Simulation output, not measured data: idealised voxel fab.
This is a process module. Its name is voxel spacer lines.
Square cells of 5 nm make up the cross-section cut, whose width is 300 nm.
For the purposes of this document, a cross-section shall be understood as a grid of square cells, specified as bands listed in top-to-bottom order, each band consisting of one or more rows of cells.
It is stipulated that each band's entry specify, in nanometres, the height of the top of the band and then that of its bottom, followed by the materials of the band in left-to-right sequence, each together with its width in nanometres. A single material marked by the word "full width" is understood to fill the band from edge to edge; the word "blank" is understood to denote empty space.
Height datum 0, below which the as-received substrate wafer is one material. Lowest band open at the bottom, running downward: "0..down".
Note: "30 to 40" means the width goes from the first number (top row of the band) to the second number (bottom row) in equal steps per row of cells.
The designation "nothing altered", where it is given for a processing step, indicates that no cell of the cross-section was altered in the course of that step.
Reported under the label "Entrapped voids" are the empty spaces having no open way to the top and comprising 8 cells or more; the notation for each is width x height at distance, in which the distance is measured from the left edge and all three values are in nm.
Where a step's line continues beyond its settings, the continuation is a remark by the simulator itself on that step.
overlay nm: mask offset rightward from planned place, masked step; negative means leftward offset.
Intended process steps:
1) RECEIVE, material Si
2) CONFORMAL_DEP, material SiO2, thk nm 10
3) DIRECTIONAL_DEP, material polySi, thk nm 15
4) DIRECTIONAL_DEP, material aC, thk nm 25
5) PATTERN, tone cover, mask id MANDREL, material resist, width nm 15, pitch nm 50, thk nm 30, overlay nm 0
6) DIRECTIONAL_ETCH, etch materials aC, depth nm 25
7) STRIP, etch materials resist
8) CONFORMAL_DEP, material SiN, thk nm 10
9) DIRECTIONAL_ETCH, etch materials SiN, depth nm 10
10) STRIP, etch materials aC
11) DIRECTIONAL_ETCH, etch materials polySi, depth nm 15
12) STRIP, etch materials SiN
13) FILL_DEP, material lowk, thk nm 5
14) CMP, height nm 25
Cross-section of the incoming wafer, state after step 1:
* 0..down | Si full width
* Entrapped voids: none
What the wafer looks like in cross-section after this module, when it starts as shown above and follows the plan above but one mistake is made in running it:
* 25..10 | 110 nm lowk | 10 nm polySi | 15 nm lowk | 10 nm polySi | 15 nm lowk | 10 nm polySi | 15 nm lowk | 10 nm polySi | 105 nm lowk
* 10..0 | SiO2 full width
* 0..down | Si full width
* Entrapped voids: none
Want to know what went wrong? step 5, actual vs plan mismatch, actual run PATTERN, tone cover, mask id MANDREL, material resist, width nm 15, pitch nm 50, thk nm 30, overlay nm 5
